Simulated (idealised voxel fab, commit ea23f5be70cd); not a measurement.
The process module that follows is named voxel ribs on slabs.
It is cross-section cut that appears here, measuring 225 nm in width, its square cells being 5 nm in size.
In what follows, cross-sections appear as grids of square cells, described through bands that run from the top down, where every band is one or more rows of cells. This entry defines a band. It first specifies the height of the band's top and the height of its bottom in nm, and then specifies the band's materials from left to right, stating each material with its width in nm. The word "edge to edge" identifies a single material that fills the band from edge to edge, while the word "air" identifies empty space. All heights in this document are referenced to 0, defined as the level beneath which the wafer, as received, consists entirely of one material. The lowest band is not bounded below; it extends indefinitely downward and is written in the form "z 0 and below". The two numbers in a width such as "30->40" mark its ends across the band: the first belongs to the top row of cells, the second to the bottom row, and from each row to the next the width moves by the same amount. Step marked "nothing different"? Then no cell in the cross-section changed in it. In "Unvented voids" the enclosed voids are listed, meaning empty spaces of 8 cells or larger without any opening to the top. The form is width x height at distance, distance from the left edge, units nm. The remark found on a step's line after its settings is issued by the simulator itself and pertains to that step. overlay nm: for a step with a mask, the amount by which the mask lay right of where it was planned; a negative amount means left of it.

THE PLANNED PROCESS STEPS ARE ENUMERATED HEREUNDER
1: RECEIVE: material Si
2: DIRECTIONAL_DEP: material SiO2, thk nm 20
3: DIRECTIONAL_DEP: material SiN, thk nm 25
4: PATTERN: tone cover, mask id RIB, material resist, width nm 15, thk nm 15, overlay nm 0
5: DIRECTIONAL_ETCH: etch materials SiN, depth nm 15
6: STRIP: etch materials resist
7: MASKED_ETCH: tone cover, mask id SLAB, width nm 65, etch materials SiN, depth nm 10, overlay nm 0
8: FILL_DEP: material SiO2, thk nm 25
9: CMP: height nm 65
10: DIRECTIONAL_DEP: material TiN, thk nm 10
11: MASKED_ETCH: tone cover, mask id HEATER, width nm 25, etch materials TiN, depth nm 10, overlay nm 0
12: CONFORMAL_DEP: material SiN, thk nm 10

SO THIS IS THE INCOMING WAFER IN CROSS-SECTION - IT'S ALREADY BEEN THROUGH STEP 1
* z 0 and below  Si edge to edge
* Unvented voids: none

MODULE COMPLETE, CROSS-SECTION. STARTING POINT AND PLAN PER ABOVE. ONE MISTAKE MADE IN RUNNING THE MODULE
* z 85 to 75  air: 90, then SiN: 45, then air: 90
* z 75 to 65  SiN: 100, then TiN: 25, then SiN: 100
* z 65 to 55  SiO2: 105, then SiN: 15, then SiO2: 105
* z 55 to 45  SiO2: 80, then SiN: 65, then SiO2: 80
* z 45 to 20  SiN edge to edge
* z 20 to 0  SiO2 edge to edge
* z 0 and below  Si edge to edge
* Unvented voids: none
In executing the process, a mistake was made relative to the plan: step 3 was run twice
